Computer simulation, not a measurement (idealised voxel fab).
process module | voxel wiring stack
cross-section cut | 255 nm wide | cells 5 nm
A cross-section is a grid of square cells, given in bands from the top down. A band is one or more rows of cells.
Each band's line starts with the height of the band's top and of its bottom, in nm. Then come its materials from left to right, each with its width in nm. One material with "throughout" fills the band from edge to edge. "air" is empty space.
Height 0 is the level under which the wafer as received is all one material. The lowest band goes on downwards, as in "0 down".
A width such as "30 to 40" changes by the same amount from each row of cells to the next, from the band's top row to its bottom row.
"no change" after a step means that no cell of the cross-section changed.
closed voids: empty space of 8 cells or more with no open way to the top, each as width x height at its distance from the left edge, in nm
after a step's settings: what the simulator itself notes on the step
overlay nm, on a step with a mask: how far to the right of its planned place the mask lay; to the left if negative
plan
1 op RECEIVE | material Si
2 op CONFORMAL_DEP | material SiO2 | thk nm 15
3 op DIRECTIONAL_DEP | material TiN | thk nm 5
4 op DIRECTIONAL_DEP | material W | thk nm 15
5 op DIRECTIONAL_DEP | material aC | thk nm 10
6 op PATTERN | tone cover | mask id METAL_1 | material resist | width nm 30 | pitch nm 50 | thk nm 25 | overlay nm 0
7 op DIRECTIONAL_ETCH | etch materials aC | depth nm 10
8 op STRIP | etch materials resist
9 op DIRECTIONAL_ETCH | etch materials W | depth nm 15
10 op DIRECTIONAL_ETCH | etch materials TiN | depth nm 5
11 op STRIP | etch materials aC
12 op FILL_DEP | material SiO2 | thk nm 10
13 op CMP | height nm 35
14 op CONFORMAL_DEP | material SiCN | thk nm 5
15 op DIRECTIONAL_DEP | material lowk | thk nm 10
16 op PATTERN | tone open | mask id PLUG_1 | material resist | width nm 15 | pitch nm 50 | thk nm 20 | overlay nm 0
17 op DIRECTIONAL_ETCH | etch materials lowk | depth nm 10
18 op DIRECTIONAL_ETCH | etch materials SiCN | depth nm 5
19 op STRIP | etch materials resist
20 op CONFORMAL_DEP | material TiN | thk nm 5
21 op FILL_DEP | material Ru | thk nm 5
22 op CMP | height nm 50
23 op DIRECTIONAL_DEP | material TiN | thk nm 5
24 op DIRECTIONAL_DEP | material Ru | thk nm 15
25 op DIRECTIONAL_DEP | material aC | thk nm 10
26 op PATTERN | tone cover | mask id METAL_2 | material resist | width nm 30 | pitch nm 50 | thk nm 25 | overlay nm 0
27 op DIRECTIONAL_ETCH | etch materials aC | depth nm 10
28 op STRIP | etch materials resist
29 op DIRECTIONAL_ETCH | etch materials Ru | depth nm 15
30 op DIRECTIONAL_ETCH | etch materials TiN | depth nm 5
31 op STRIP | etch materials aC
32 op CONFORMAL_DEP | material SiCN | thk nm 5
33 op FILL_DEP | material lowk | thk nm 10
34 op CMP | height nm 70
35 op CONFORMAL_DEP | material SiCN | thk nm 5
first wafer, as planned
as received, after step 1
  0 down: Si throughout
  closed voids: none
after step 2
  15 to 0: SiO2 throughout
  below 0: unchanged
after step 3
  20 to 15: TiN throughout
  below 15: unchanged
after step 4
  35 to 20: W throughout
  below 20: unchanged
after step 5
  45 to 35: aC throughout
  below 35: unchanged
after step 6
  70 to 45: air 35 | resist 30 | air 20 | resist 30 | air 20 | resist 30 | air 20 | resist 30 | air 40
  below 45: unchanged
after step 7
  60 to 45: air 35 | resist 30 | air 20 | resist 30 | air 20 | resist 30 | air 20 | resist 30 | air 40
  45 to 35: air 35 | aC 30 | air 20 | aC 30 | air 20 | aC 30 | air 20 | aC 30 | air 40
  below 35: unchanged
after step 8
  45 to 35: air 35 | aC 30 | air 20 | aC 30 | air 20 | aC 30 | air 20 | aC 30 | air 40
  below 35: unchanged
after step 9
  45 to 35: air 35 | aC 30 | air 20 | aC 30 | air 20 | aC 30 | air 20 | aC 30 | air 40
  35 to 20: air 35 | W 30 | air 20 | W 30 | air 20 | W 30 | air 20 | W 30 | air 40
  below 20: unchanged
after step 10
  45 to 35: air 35 | aC 30 | air 20 | aC 30 | air 20 | aC 30 | air 20 | aC 30 | air 40
  35 to 20: air 35 | W 30 | air 20 | W 30 | air 20 | W 30 | air 20 | W 30 | air 40
  20 to 15: air 35 | TiN 30 | air 20 | TiN 30 | air 20 | TiN 30 | air 20 | TiN 30 | air 40
  below 15: unchanged
after step 11
  35 to 20: air 35 | W 30 | air 20 | W 30 | air 20 | W 30 | air 20 | W 30 | air 40
  below 20: unchanged
after step 12
  45 to 35: SiO2 throughout
  35 to 20: SiO2 35 | W 30 | SiO2 20 | W 30 | SiO2 20 | W 30 | SiO2 20 | W 30 | SiO2 40
  20 to 15: SiO2 35 | TiN 30 | SiO2 20 | TiN 30 | SiO2 20 | TiN 30 | SiO2 20 | TiN 30 | SiO2 40
  below 15: unchanged
after step 13
  35 to 20: SiO2 35 | W 30 | SiO2 20 | W 30 | SiO2 20 | W 30 | SiO2 20 | W 30 | SiO2 40
  below 20: unchanged
after step 14
  40 to 35: SiCN throughout
  below 35: unchanged
after step 15
  50 to 40: lowk throughout
  below 40: unchanged
after step 16
  70 to 50: resist 35 | air 15 | resist 35 | air 15 | resist 35 | air 15 | resist 35 | air 15 | resist 55
  below 50: unchanged
after step 17
  70 to 50: resist 35 | air 15 | resist 35 | air 15 | resist 35 | air 15 | resist 35 | air 15 | resist 55
  50 to 40: lowk 35 | air 15 | lowk 35 | air 15 | lowk 35 | air 15 | lowk 35 | air 15 | lowk 55
  below 40: unchanged
after step 18
  70 to 50: resist 35 | air 15 | resist 35 | air 15 | resist 35 | air 15 | resist 35 | air 15 | resist 55
  50 to 40: lowk 35 | air 15 | lowk 35 | air 15 | lowk 35 | air 15 | lowk 35 | air 15 | lowk 55
  40 to 35: SiCN 35 | air 15 | SiCN 35 | air 15 | SiCN 35 | air 15 | SiCN 35 | air 15 | SiCN 55
  below 35: unchanged
after step 19
  50 to 40: lowk 35 | air 15 | lowk 35 | air 15 | lowk 35 | air 15 | lowk 35 | air 15 | lowk 55
  below 40: unchanged
after step 20
  55 to 50: TiN 40 | air 5 | TiN 45 | air 5 | TiN 45 | air 5 | TiN 45 | air 5 | TiN 60
  50 to 40: lowk 35 | TiN 5 | air 5 | TiN 5 | lowk 35 | TiN 5 | air 5 | TiN 5 | lowk 35 | TiN 5 | air 5 | TiN 5 | lowk 35 | TiN 5 | air 5 | TiN 5 | lowk 55
  40 to 35: SiCN 35 | TiN 15 | SiCN 35 | TiN 15 | SiCN 35 | TiN 15 | SiCN 35 | TiN 15 | SiCN 55
  below 35: unchanged
after step 21
  60 to 55: Ru throughout
  55 to 50: TiN 40 | Ru 5 | TiN 45 | Ru 5 | TiN 45 | Ru 5 | TiN 45 | Ru 5 | TiN 60
  50 to 40: lowk 35 | TiN 5 | Ru 5 | TiN 5 | lowk 35 | TiN 5 | Ru 5 | TiN 5 | lowk 35 | TiN 5 | Ru 5 | TiN 5 | lowk 35 | TiN 5 | Ru 5 | TiN 5 | lowk 55
  below 40: unchanged
after step 22
  50 to 40: lowk 35 | TiN 5 | Ru 5 | TiN 5 | lowk 35 | TiN 5 | Ru 5 | TiN 5 | lowk 35 | TiN 5 | Ru 5 | TiN 5 | lowk 35 | TiN 5 | Ru 5 | TiN 5 | lowk 55
  below 40: unchanged
after step 23
  55 to 50: TiN throughout
  below 50: unchanged
after step 24
  70 to 55: Ru throughout
  below 55: unchanged
after step 25
  80 to 70: aC throughout
  below 70: unchanged
after step 26
  105 to 80: air 35 | resist 30 | air 20 | resist 30 | air 20 | resist 30 | air 20 | resist 30 | air 40
  below 80: unchanged
after step 27
  95 to 80: air 35 | resist 30 | air 20 | resist 30 | air 20 | resist 30 | air 20 | resist 30 | air 40
  80 to 70: air 35 | aC 30 | air 20 | aC 30 | air 20 | aC 30 | air 20 | aC 30 | air 40
  below 70: unchanged
after step 28
  80 to 70: air 35 | aC 30 | air 20 | aC 30 | air 20 | aC 30 | air 20 | aC 30 | air 40
  below 70: unchanged
after step 29
  80 to 70: air 35 | aC 30 | air 20 | aC 30 | air 20 | aC 30 | air 20 | aC 30 | air 40
  70 to 55: air 35 | Ru 30 | air 20 | Ru 30 | air 20 | Ru 30 | air 20 | Ru 30 | air 40
  below 55: unchanged
after step 30
  80 to 70: air 35 | aC 30 | air 20 | aC 30 | air 20 | aC 30 | air 20 | aC 30 | air 40
  70 to 55: air 35 | Ru 30 | air 20 | Ru 30 | air 20 | Ru 30 | air 20 | Ru 30 | air 40
  55 to 50: air 35 | TiN 30 | air 20 | TiN 30 | air 20 | TiN 30 | air 20 | TiN 30 | air 40
  below 50: unchanged
after step 31
  70 to 55: air 35 | Ru 30 | air 20 | Ru 30 | air 20 | Ru 30 | air 20 | Ru 30 | air 40
  below 55: unchanged
after step 32
  75 to 70: air 30 | SiCN 40 | air 10 | SiCN 40 | air 10 | SiCN 40 | air 10 | SiCN 40 | air 35
  70 to 55: air 30 | SiCN 5 | Ru 30 | SiCN 5 | air 10 | SiCN 5 | Ru 30 | SiCN 5 | air 10 | SiCN 5 | Ru 30 | SiCN 5 | air 10 | SiCN 5 | Ru 30 | SiCN 5 | air 35
  55 to 50: SiCN 35 | TiN 30 | SiCN 20 | TiN 30 | SiCN 20 | TiN 30 | SiCN 20 | TiN 30 | SiCN 40
  below 50: unchanged
after step 33
  85 to 75: lowk throughout
  75 to 70: lowk 30 | SiCN 40 | lowk 10 | SiCN 40 | lowk 10 | SiCN 40 | lowk 10 | SiCN 40 | lowk 35
  70 to 55: lowk 30 | SiCN 5 | Ru 30 | SiCN 5 | lowk 10 | SiCN 5 | Ru 30 | SiCN 5 | lowk 10 | SiCN 5 | Ru 30 | SiCN 5 | lowk 10 | SiCN 5 | Ru 30 | SiCN 5 | lowk 35
  below 55: unchanged
after step 34
  70 to 55: lowk 30 | SiCN 5 | Ru 30 | SiCN 5 | lowk 10 | SiCN 5 | Ru 30 | SiCN 5 | lowk 10 | SiCN 5 | Ru 30 | SiCN 5 | lowk 10 | SiCN 5 | Ru 30 | SiCN 5 | lowk 35
  below 55: unchanged
after step 35
  75 to 70: SiCN throughout
  below 70: unchanged
second wafer: like start, like plan, one mistake. Through step 5 it matches the first wafer
when step 6 should have ended
  70 to 45: resist 35 | air 30 | resist 20 | air 30 | resist 20 | air 30 | resist 20 | air 30 | resist 40
  below 45: unchanged
when step 7 should have ended
  60 to 45: resist 35 | air 30 | resist 20 | air 30 | resist 20 | air 30 | resist 20 | air 30 | resist 40
  45 to 35: aC 35 | air 30 | aC 20 | air 30 | aC 20 | air 30 | aC 20 | air 30 | aC 40
  below 35: unchanged
when step 8 should have ended
  45 to 35: aC 35 | air 30 | aC 20 | air 30 | aC 20 | air 30 | aC 20 | air 30 | aC 40
  below 35: unchanged
when step 9 should have ended
  45 to 35: aC 35 | air 30 | aC 20 | air 30 | aC 20 | air 30 | aC 20 | air 30 | aC 40
  35 to 20: W 35 | air 30 | W 20 | air 30 | W 20 | air 30 | W 20 | air 30 | W 40
  below 20: unchanged
when step 10 should have ended
  45 to 35: aC 35 | air 30 | aC 20 | air 30 | aC 20 | air 30 | aC 20 | air 30 | aC 40
  35 to 20: W 35 | air 30 | W 20 | air 30 | W 20 | air 30 | W 20 | air 30 | W 40
  20 to 15: TiN 35 | air 30 | TiN 20 | air 30 | TiN 20 | air 30 | TiN 20 | air 30 | TiN 40
  below 15: unchanged
when step 11 should have ended
  35 to 20: W 35 | air 30 | W 20 | air 30 | W 20 | air 30 | W 20 | air 30 | W 40
  below 20: unchanged
when step 12 should have ended
  45 to 35: SiO2 throughout
  35 to 20: W 35 | SiO2 30 | W 20 | SiO2 30 | W 20 | SiO2 30 | W 20 | SiO2 30 | W 40
  20 to 15: TiN 35 | SiO2 30 | TiN 20 | SiO2 30 | TiN 20 | SiO2 30 | TiN 20 | SiO2 30 | TiN 40
  below 15: unchanged
when step 13 should have ended
  35 to 20: W 35 | SiO2 30 | W 20 | SiO2 30 | W 20 | SiO2 30 | W 20 | SiO2 30 | W 40
  below 20: unchanged
when step 14 should have ended
  40 to 35: SiCN throughout
  below 35: unchanged
when step 15 should have ended
  50 to 40: lowk throughout
  below 40: unchanged
when step 16 should have ended
  70 to 50: resist 35 | air 15 | resist 35 | air 15 | resist 35 | air 15 | resist 35 | air 15 | resist 55
  below 50: unchanged
when step 17 should have ended
  70 to 50: resist 35 | air 15 | resist 35 | air 15 | resist 35 | air 15 | resist 35 | air 15 | resist 55
  50 to 40: lowk 35 | air 15 | lowk 35 | air 15 | lowk 35 | air 15 | lowk 35 | air 15 | lowk 55
  below 40: unchanged
when step 18 should have ended
  70 to 50: resist 35 | air 15 | resist 35 | air 15 | resist 35 | air 15 | resist 35 | air 15 | resist 55
  50 to 40: lowk 35 | air 15 | lowk 35 | air 15 | lowk 35 | air 15 | lowk 35 | air 15 | lowk 55
  40 to 35: SiCN 35 | air 15 | SiCN 35 | air 15 | SiCN 35 | air 15 | SiCN 35 | air 15 | SiCN 55
  below 35: unchanged
when step 19 should have ended
  50 to 40: lowk 35 | air 15 | lowk 35 | air 15 | lowk 35 | air 15 | lowk 35 | air 15 | lowk 55
  below 40: unchanged
when step 20 should have ended
  55 to 50: TiN 40 | air 5 | TiN 45 | air 5 | TiN 45 | air 5 | TiN 45 | air 5 | TiN 60
  50 to 40: lowk 35 | TiN 5 | air 5 | TiN 5 | lowk 35 | TiN 5 | air 5 | TiN 5 | lowk 35 | TiN 5 | air 5 | TiN 5 | lowk 35 | TiN 5 | air 5 | TiN 5 | lowk 55
  40 to 35: SiCN 35 | TiN 15 | SiCN 35 | TiN 15 | SiCN 35 | TiN 15 | SiCN 35 | TiN 15 | SiCN 55
  below 35: unchanged
when step 21 should have ended
  60 to 55: Ru throughout
  55 to 50: TiN 40 | Ru 5 | TiN 45 | Ru 5 | TiN 45 | Ru 5 | TiN 45 | Ru 5 | TiN 60
  50 to 40: lowk 35 | TiN 5 | Ru 5 | TiN 5 | lowk 35 | TiN 5 | Ru 5 | TiN 5 | lowk 35 | TiN 5 | Ru 5 | TiN 5 | lowk 35 | TiN 5 | Ru 5 | TiN 5 | lowk 55
  below 40: unchanged
when step 22 should have ended
  50 to 40: lowk 35 | TiN 5 | Ru 5 | TiN 5 | lowk 35 | TiN 5 | Ru 5 | TiN 5 | lowk 35 | TiN 5 | Ru 5 | TiN 5 | lowk 35 | TiN 5 | Ru 5 | TiN 5 | lowk 55
  below 40: unchanged
when step 23 should have ended
  55 to 50: TiN throughout
  below 50: unchanged
when step 24 should have ended
  70 to 55: Ru throughout
  below 55: unchanged
when step 25 should have ended
  80 to 70: aC throughout
  below 70: unchanged
when step 26 should have ended
  105 to 80: air 35 | resist 30 | air 20 | resist 30 | air 20 | resist 30 | air 20 | resist 30 | air 40
  below 80: unchanged
when step 27 should have ended
  95 to 80: air 35 | resist 30 | air 20 | resist 30 | air 20 | resist 30 | air 20 | resist 30 | air 40
  80 to 70: air 35 | aC 30 | air 20 | aC 30 | air 20 | aC 30 | air 20 | aC 30 | air 40
  below 70: unchanged
when step 28 should have ended
  80 to 70: air 35 | aC 30 | air 20 | aC 30 | air 20 | aC 30 | air 20 | aC 30 | air 40
  below 70: unchanged
when step 29 should have ended
  80 to 70: air 35 | aC 30 | air 20 | aC 30 | air 20 | aC 30 | air 20 | aC 30 | air 40
  70 to 55: air 35 | Ru 30 | air 20 | Ru 30 | air 20 | Ru 30 | air 20 | Ru 30 | air 40
  below 55: unchanged
when step 30 should have ended
  80 to 70: air 35 | aC 30 | air 20 | aC 30 | air 20 | aC 30 | air 20 | aC 30 | air 40
  70 to 55: air 35 | Ru 30 | air 20 | Ru 30 | air 20 | Ru 30 | air 20 | Ru 30 | air 40
  55 to 50: air 35 | TiN 30 | air 20 | TiN 30 | air 20 | TiN 30 | air 20 | TiN 30 | air 40
  below 50: unchanged
when step 31 should have ended
  70 to 55: air 35 | Ru 30 | air 20 | Ru 30 | air 20 | Ru 30 | air 20 | Ru 30 | air 40
  below 55: unchanged
when step 32 should have ended
  75 to 70: air 30 | SiCN 40 | air 10 | SiCN 40 | air 10 | SiCN 40 | air 10 | SiCN 40 | air 35
  70 to 55: air 30 | SiCN 5 | Ru 30 | SiCN 5 | air 10 | SiCN 5 | Ru 30 | SiCN 5 | air 10 | SiCN 5 | Ru 30 | SiCN 5 | air 10 | SiCN 5 | Ru 30 | SiCN 5 | air 35
  55 to 50: SiCN 35 | TiN 30 | SiCN 20 | TiN 30 | SiCN 20 | TiN 30 | SiCN 20 | TiN 30 | SiCN 40
  below 50: unchanged
when step 33 should have ended
  85 to 75: lowk throughout
  75 to 70: lowk 30 | SiCN 40 | lowk 10 | SiCN 40 | lowk 10 | SiCN 40 | lowk 10 | SiCN 40 | lowk 35
  70 to 55: lowk 30 | SiCN 5 | Ru 30 | SiCN 5 | lowk 10 | SiCN 5 | Ru 30 | SiCN 5 | lowk 10 | SiCN 5 | Ru 30 | SiCN 5 | lowk 10 | SiCN 5 | Ru 30 | SiCN 5 | lowk 35
  below 55: unchanged
when step 34 should have ended
  70 to 55: lowk 30 | SiCN 5 | Ru 30 | SiCN 5 | lowk 10 | SiCN 5 | Ru 30 | SiCN 5 | lowk 10 | SiCN 5 | Ru 30 | SiCN 5 | lowk 10 | SiCN 5 | Ru 30 | SiCN 5 | lowk 35
  below 55: unchanged
when step 35 should have ended
  75 to 70: SiCN throughout
  below 70: unchanged
what went wrong: step 6 ran as: op PATTERN | tone open | mask id METAL_1 | material resist | width nm 30 | pitch nm 50 | thk nm 25 | overlay nm 0
at the end the second wafer has, in cells: 12 fewer of SiO2 | 3 more of TiN | 9 more of W
